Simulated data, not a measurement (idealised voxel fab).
The process module presented herein is designated voxel ribs on slabs.
Square cells of 5 nm make up the cross-section cut, whose width is 290 nm.
For the purposes of this document, a cross-section shall be understood as a grid of square cells, specified as bands listed in top-to-bottom order, each band consisting of one or more rows of cells. Basically the band line says how high the top is and how high the bottom is, in nm, and then what's in it from left to right, every material with its width in nm. Empty space shows up as "air", and if a single material carries "edge to edge" it runs the full band edge to edge. Where do heights start? At 0: under that level the wafer as delivered is made of one material only. And the lowest band has no floor; it just carries on downward, as in "top 0, no bottom". Note: "30->40" means the width goes from the first number (top row of the band) to the second number (bottom row) in equal steps per row of cells. The cross-section has no changed cell in any step marked "all unchanged". If an empty space has no open way to the top and is at least 8 cells in size, "Voids, fully enclosed" lists it, written width x height at distance, where distance is measured from the left edge and every value is in nm. Past the settings on a step's line: simulator remark, on that step. Among the settings permitted on a step's line is "overlay nm"; applied to a step with a mask, it specifies the extent to which the mask lay to the right of its planned position, whereas a negative figure signifies a position to the left.

**Below is the list of planned process steps**
- 1: RECEIVE (material Si)
- 2: DIRECTIONAL_DEP (material SiO2; thk nm 30)
- 3: DIRECTIONAL_DEP (material SiN; thk nm 15)
- 4: DIRECTIONAL_DEP (material aC; thk nm 15)
- 5: PATTERN (tone cover; mask id RIB; material resist; width nm 15; thk nm 35; overlay nm 0)
- 6: DIRECTIONAL_ETCH (etch materials aC; depth nm 15)
- 7: STRIP (etch materials resist)
- 8: DIRECTIONAL_ETCH (etch materials SiN; depth nm 10)
- 9: STRIP (etch materials aC)
- 10: DIRECTIONAL_DEP (material aC; thk nm 10)
- 11: PATTERN (tone cover; mask id SLAB; material resist; width nm 65; thk nm 30; overlay nm 0)
- 12: DIRECTIONAL_ETCH (etch materials aC; depth nm 10)
- 13: STRIP (etch materials resist)
- 14: DIRECTIONAL_ETCH (etch materials SiN; depth nm 5)
- 15: STRIP (etch materials aC)
- 16: FILL_DEP (material SiO2; thk nm 25)
- 17: CMP (height nm 65)
- 18: DIRECTIONAL_DEP (material TiN; thk nm 10)
- 19: MASKED_ETCH (tone cover; mask id HEATER; width nm 25; etch materials TiN; depth nm 10; overlay nm 0)
- 20: CONFORMAL_DEP (material SiO2; thk nm 5)

**First wafer, two in total, run as planned**

**Here's what the wafer looked like in cross-section when it arrived - that's after step 1**
- top 0, no bottom = Si edge to edge
- Voids, fully enclosed: none

**Cross-section through the wafer, step 2 finished**
- top 30, bottom 0 = SiO2 edge to edge
- Lower than 0, everything is as it was.

**Cross-section through the wafer, step 3 finished**
- top 45, bottom 30 = SiN edge to edge
- Lower than 30, everything is as it was.

**Cross-section through the wafer, step 4 finished**
- top 60, bottom 45 = aC edge to edge
- Lower than 45, everything is as it was.

**Cross-section through the wafer, step 5 finished**
- top 95, bottom 60 = air=135  resist=15  air=140
- Lower than 60, everything is as it was.

**Cross-section through the wafer, step 6 finished**
- top 80, bottom 60 = air=135  resist=15  air=140
- top 60, bottom 45 = air=135  aC=15  air=140
- Lower than 45, everything is as it was.

**Cross-section through the wafer, step 7 finished**
- top 60, bottom 45 = air=135  aC=15  air=140
- Lower than 45, everything is as it was.

**Cross-section through the wafer, step 8 finished**
- top 60, bottom 45 = air=135  aC=15  air=140
- top 45, bottom 35 = air=135  SiN=15  air=140
- Lower than 35, everything is as it was.

**Cross-section through the wafer, step 9 finished**
- top 45, bottom 35 = air=135  SiN=15  air=140
- Lower than 35, everything is as it was.

**Cross-section through the wafer, step 10 finished**
- top 55, bottom 45 = air=135  aC=15  air=140
- top 45, bottom 35 = aC=135  SiN=15  aC=140
- Lower than 35, everything is as it was.

**Cross-section through the wafer, step 11 finished**
- top 85, bottom 55 = air=110  resist=65  air=115
- top 55, bottom 45 = air=110  resist=25  aC=15  resist=25  air=115
- Lower than 45, everything is as it was.

**Cross-section through the wafer, step 12 finished**
- top 75, bottom 55 = air=110  resist=65  air=115
- top 55, bottom 45 = air=110  resist=25  aC=15  resist=25  air=115
- top 45, bottom 35 = air=110  aC=25  SiN=15  aC=25  air=115
- Lower than 35, everything is as it was.

**Cross-section through the wafer, step 13 finished**
- top 55, bottom 45 = air=135  aC=15  air=140
- Lower than 45, everything is as it was.

**Cross-section through the wafer, step 14 finished**
- top 55, bottom 45 = air=135  aC=15  air=140
- top 45, bottom 35 = air=110  aC=25  SiN=15  aC=25  air=115
- top 35, bottom 30 = air=110  SiN=65  air=115
- Lower than 30, everything is as it was.

**Cross-section through the wafer, step 15 finished**
- top 45, bottom 35 = air=135  SiN=15  air=140
- Lower than 35, everything is as it was.

**Cross-section through the wafer, step 16 finished**
- top 70, bottom 45 = SiO2 edge to edge
- top 45, bottom 35 = SiO2=135  SiN=15  SiO2=140
- top 35, bottom 30 = SiO2=110  SiN=65  SiO2=115
- Lower than 30, everything is as it was.

**Cross-section through the wafer, step 17 finished**
- top 65, bottom 45 = SiO2 edge to edge
- Lower than 45, everything is as it was.

**Cross-section through the wafer, step 18 finished**
- top 75, bottom 65 = TiN edge to edge
- Lower than 65, everything is as it was.

**Cross-section through the wafer, step 19 finished**
- top 75, bottom 65 = air=130  TiN=25  air=135
- Lower than 65, everything is as it was.

**Cross-section through the wafer, step 20 finished**
- top 80, bottom 75 = air=125  SiO2=35  air=130
- top 75, bottom 70 = air=125  SiO2=5  TiN=25  SiO2=5  air=130
- top 70, bottom 65 = SiO2=130  TiN=25  SiO2=135
- Lower than 65, everything is as it was.

**Second wafer - shared start and plan with the first - one error in running - same as the first up to step 2 inclusive**

**Cross-section: second wafer, time at which step 3 was scheduled to end**
- top 45, bottom 30 = TiN edge to edge
- Lower than 30, everything is as it was.

**Cross-section: second wafer, time at which step 4 was scheduled to end**
- top 60, bottom 45 = aC edge to edge
- Lower than 45, everything is as it was.

**Cross-section: second wafer, time at which step 5 was scheduled to end**
- top 95, bottom 60 = air=135  resist=15  air=140
- Lower than 60, everything is as it was.

**Cross-section: second wafer, time at which step 6 was scheduled to end**
- top 80, bottom 60 = air=135  resist=15  air=140
- top 60, bottom 45 = air=135  aC=15  air=140
- Lower than 45, everything is as it was.

**Cross-section: second wafer, time at which step 7 was scheduled to end**
- top 60, bottom 45 = air=135  aC=15  air=140
- Lower than 45, everything is as it was.

Cross-section: second wafer, time at which step 8 was scheduled to end: all unchanged

**Cross-section: second wafer, time at which step 9 was scheduled to end**
- top 45, bottom 30 = TiN edge to edge
- Lower than 30, everything is as it was.

**Cross-section: second wafer, time at which step 10 was scheduled to end**
- top 55, bottom 45 = aC edge to edge
- Lower than 45, everything is as it was.

**Cross-section: second wafer, time at which step 11 was scheduled to end**
- top 85, bottom 55 = air=110  resist=65  air=115
- Lower than 55, everything is as it was.

**Cross-section: second wafer, time at which step 12 was scheduled to end**
- top 75, bottom 55 = air=110  resist=65  air=115
- top 55, bottom 45 = air=110  aC=65  air=115
- Lower than 45, everything is as it was.

**Cross-section: second wafer, time at which step 13 was scheduled to end**
- top 55, bottom 45 = air=110  aC=65  air=115
- Lower than 45, everything is as it was.

Cross-section: second wafer, time at which step 14 was scheduled to end: all unchanged

**Cross-section: second wafer, time at which step 15 was scheduled to end**
- top 45, bottom 30 = TiN edge to edge
- Lower than 30, everything is as it was.

**Cross-section: second wafer, time at which step 16 was scheduled to end**
- top 70, bottom 45 = SiO2 edge to edge
- Lower than 45, everything is as it was.

**Cross-section: second wafer, time at which step 17 was scheduled to end**
- top 65, bottom 45 = SiO2 edge to edge
- Lower than 45, everything is as it was.

**Cross-section: second wafer, time at which step 18 was scheduled to end**
- top 75, bottom 65 = TiN edge to edge
- Lower than 65, everything is as it was.

**Cross-section: second wafer, time at which step 19 was scheduled to end**
- top 75, bottom 65 = air=130  TiN=25  air=135
- Lower than 65, everything is as it was.

**Cross-section: second wafer, time at which step 20 was scheduled to end**
- top 80, bottom 75 = air=125  SiO2=35  air=130
- top 75, bottom 70 = air=125  SiO2=5  TiN=25  SiO2=5  air=130
- top 70, bottom 65 = SiO2=130  TiN=25  SiO2=135
- Lower than 65, everything is as it was.
Run error: step 3 ran as: DIRECTIONAL_DEP (material TiN; thk nm 15)
Wrapping up, a cell-based count of both wafers puts the second over or under the first for these materials: 19 fewer of SiN; 155 fewer of SiO2; 174 more of TiN
